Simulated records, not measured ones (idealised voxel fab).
The following process module bears the name voxel air gaps.
Cross-sectional view cut (width: 300 nm; square cell size: 5 nm).
Cross-section spec: square-cell grid; bands listed top down; each band is one or more rows.
Within each band entry, the heights of the top and of the bottom of the band appear first, in that order and in nm; the materials of the band then follow from left to right, each with its corresponding width in nm. The designation "throughout" on a single material indicates that it fills the band from edge to edge; the designation "empty" indicates empty space.
All heights in this document are referenced to 0, defined as the level beneath which the wafer, as received, consists entirely of one material. The lowest band is not bounded below; it extends indefinitely downward and is written in the form "0..down".
Read "30->40" as a graded width: first number on top, second number at the bottom, same change between each pair of neighbouring rows.
"no modifications" for a step: no cell of the cross-section changed in that step.
The entry "Trapped cavities" lists the empty spaces that cover at least 8 cells and have no open path to the top. Each is written as width x height at distance, where the distance is measured from the left edge and all three values are in nm.
What comes after the settings on a step's line is commentary from the simulator itself on that step.
overlay nm: for a step with a mask, the amount by which the mask lay right of where it was planned; a negative amount means left of it.
This section lists the process steps that were planned:
1. RECEIVE with material Si
2. CONFORMAL_DEP with material SiO2, thk nm 15
3. CONFORMAL_DEP with material SiN, thk nm 5
4. DIRECTIONAL_DEP with material lowk, thk nm 35
5. PATTERN with tone open, mask id LINES, material resist, width nm 15, pitch nm 40, thk nm 15, overlay nm 0
6. DIRECTIONAL_ETCH with etch materials lowk, depth nm 35
7. STRIP with etch materials resist
8. CONFORMAL_DEP with material TiN, thk nm 5
9. FILL_DEP with material Ru, thk nm 5
10. CMP with height nm 55
11. EPI with material Ru, thk nm 10
12. SELECTIVE_ETCH with etch materials lowk, depth nm 45
13. CONFORMAL_DEP with material SiCN, thk nm 5
Account of the first of two wafers, which was processed as intended:
The cross-section here shows the wafer as received, i.e. in its state after step 1:
> 0..down: Si throughout
> Trapped cavities: none
Take a look at the wafer's cross-section after step 2:
> 15..0: SiO2 throughout
> Below 0, the layers are the same as they were.
Take a look at the wafer's cross-section after step 3:
> 20..15: SiN throughout
> Below 15, the layers are the same as they were.
Take a look at the wafer's cross-section after step 4:
> 55..20: lowk throughout
> Below 20, the layers are the same as they were.
Take a look at the wafer's cross-section after step 5:
> 70..55: resist (80), empty (15), resist (25), empty (15), resist (25), empty (15), resist (25), empty (15), resist (85)
> Below 55, the layers are the same as they were.
Take a look at the wafer's cross-section after step 6:
> 70..55: resist (80), empty (15), resist (25), empty (15), resist (25), empty (15), resist (25), empty (15), resist (85)
> 55..20: lowk (80), empty (15), lowk (25), empty (15), lowk (25), empty (15), lowk (25), empty (15), lowk (85)
> Below 20, the layers are the same as they were.
Take a look at the wafer's cross-section after step 7:
> 55..20: lowk (80), empty (15), lowk (25), empty (15), lowk (25), empty (15), lowk (25), empty (15), lowk (85)
> Below 20, the layers are the same as they were.
Take a look at the wafer's cross-section after step 8:
> 60..55: TiN (85), empty (5), TiN (35), empty (5), TiN (35), empty (5), TiN (35), empty (5), TiN (90)
> 55..25: lowk (80), TiN (5), empty (5), TiN (5), lowk (25), TiN (5), empty (5), TiN (5), lowk (25), TiN (5), empty (5), TiN (5), lowk (25), TiN (5), empty (5), TiN (5), lowk (85)
> 25..20: lowk (80), TiN (15), lowk (25), TiN (15), lowk (25), TiN (15), lowk (25), TiN (15), lowk (85)
> Below 20, the layers are the same as they were.
Take a look at the wafer's cross-section after step 9:
> 65..60: Ru throughout
> 60..55: TiN (85), Ru (5), TiN (35), Ru (5), TiN (35), Ru (5), TiN (35), Ru (5), TiN (90)
> 55..25: lowk (80), TiN (5), Ru (5), TiN (5), lowk (25), TiN (5), Ru (5), TiN (5), lowk (25), TiN (5), Ru (5), TiN (5), lowk (25), TiN (5), Ru (5), TiN (5), lowk (85)
> Below 25, the layers are the same as they were.
Take a look at the wafer's cross-section after step 10:
> 55..25: lowk (80), TiN (5), Ru (5), TiN (5), lowk (25), TiN (5), Ru (5), TiN (5), lowk (25), TiN (5), Ru (5), TiN (5), lowk (25), TiN (5), Ru (5), TiN (5), lowk (85)
> Below 25, the layers are the same as they were.
Take a look at the wafer's cross-section after step 11:
> 65..55: empty (70), Ru (35), empty (5), Ru (35), empty (5), Ru (35), empty (5), Ru (35), empty (75)
> Below 55, the layers are the same as they were.
Take a look at the wafer's cross-section after step 12:
> 65..55: empty (70), Ru (35), empty (5), Ru (35), empty (5), Ru (35), empty (5), Ru (35), empty (75)
> 55..25: empty (80), TiN (5), Ru (5), TiN (5), empty (25), TiN (5), Ru (5), TiN (5), empty (25), TiN (5), Ru (5), TiN (5), empty (25), TiN (5), Ru (5), TiN (5), empty (85)
> 25..20: empty (80), TiN (15), empty (25), TiN (15), empty (25), TiN (15), empty (25), TiN (15), empty (85)
> Below 20, the layers are the same as they were.
Take a look at the wafer's cross-section after step 13:
> 70..65: empty (65), SiCN (165), empty (70)
> 65..55: empty (65), SiCN (5), Ru (35), SiCN (5), Ru (35), SiCN (5), Ru (35), SiCN (5), Ru (35), SiCN (5), empty (70)
> 55..50: empty (65), SiCN (15), TiN (5), Ru (5), TiN (5), SiCN (25), TiN (5), Ru (5), TiN (5), SiCN (25), TiN (5), Ru (5), TiN (5), SiCN (25), TiN (5), Ru (5), TiN (5), SiCN (15), empty (70)
> 50..25: empty (75), SiCN (5), TiN (5), Ru (5), TiN (5), SiCN (5), empty (15), SiCN (5), TiN (5), Ru (5), TiN (5), SiCN (5), empty (15), SiCN (5), TiN (5), Ru (5), TiN (5), SiCN (5), empty (15), SiCN (5), TiN (5), Ru (5), TiN (5), SiCN (5), empty (80)
> 25..20: SiCN (80), TiN (15), SiCN (25), TiN (15), SiCN (25), TiN (15), SiCN (25), TiN (15), SiCN (85)
> Below 20, the layers are the same as they were.
> Trapped cavities: 15 x 25 at 100; 15 x 25 at 140; 15 x 25 at 180
Companion wafer, the second of two: same beginning, same intended sequence, one mistake in carrying it out; through step 1 inclusive it tracks the first exactly:
Second wafer, section view, time point: scheduled end of step 2:
> 5..0: SiO2 throughout
> Below 0, the layers are the same as they were.
Second wafer, section view, time point: scheduled end of step 3:
> 10..5: SiN throughout
> Below 5, the layers are the same as they were.
Second wafer, section view, time point: scheduled end of step 4:
> 45..10: lowk throughout
> Below 10, the layers are the same as they were.
Second wafer, section view, time point: scheduled end of step 5:
> 60..45: resist (80), empty (15), resist (25), empty (15), resist (25), empty (15), resist (25), empty (15), resist (85)
> Below 45, the layers are the same as they were.
Second wafer, section view, time point: scheduled end of step 6:
> 60..45: resist (80), empty (15), resist (25), empty (15), resist (25), empty (15), resist (25), empty (15), resist (85)
> 45..10: lowk (80), empty (15), lowk (25), empty (15), lowk (25), empty (15), lowk (25), empty (15), lowk (85)
> Below 10, the layers are the same as they were.
Second wafer, section view, time point: scheduled end of step 7:
> 45..10: lowk (80), empty (15), lowk (25), empty (15), lowk (25), empty (15), lowk (25), empty (15), lowk (85)
> Below 10, the layers are the same as they were.
Second wafer, section view, time point: scheduled end of step 8:
> 50..45: TiN (85), empty (5), TiN (35), empty (5), TiN (35), empty (5), TiN (35), empty (5), TiN (90)
> 45..15: lowk (80), TiN (5), empty (5), TiN (5), lowk (25), TiN (5), empty (5), TiN (5), lowk (25), TiN (5), empty (5), TiN (5), lowk (25), TiN (5), empty (5), TiN (5), lowk (85)
> 15..10: lowk (80), TiN (15), lowk (25), TiN (15), lowk (25), TiN (15), lowk (25), TiN (15), lowk (85)
> Below 10, the layers are the same as they were.
Second wafer, section view, time point: scheduled end of step 9:
> 55..50: Ru throughout
> 50..45: TiN (85), Ru (5), TiN (35), Ru (5), TiN (35), Ru (5), TiN (35), Ru (5), TiN (90)
> 45..15: lowk (80), TiN (5), Ru (5), TiN (5), lowk (25), TiN (5), Ru (5), TiN (5), lowk (25), TiN (5), Ru (5), TiN (5), lowk (25), TiN (5), Ru (5), TiN (5), lowk (85)
> Below 15, the layers are the same as they were.
Second wafer, section view, time point: scheduled end of step 10: no modifications
Second wafer, section view, time point: scheduled end of step 11:
> 65..50: Ru throughout
> Below 50, the layers are the same as they were.
Second wafer, section view, time point: scheduled end of step 12: no modifications
Second wafer, section view, time point: scheduled end of step 13:
> 70..65: SiCN throughout
> Below 65, the layers are the same as they were.
Short version of what went wrong: step 2 did not use the planned setting and instead ran as CONFORMAL_DEP with material SiO2, thk nm 5
Bottom line after processing is that, in cells, the second wafer is up or down on some materials versus the first: +128 Ru; -92 SiCN; -120 SiO2; +56 TiN; +336 lowk
By the end, 3 closed voids are present in the first wafer and 0 in the second.
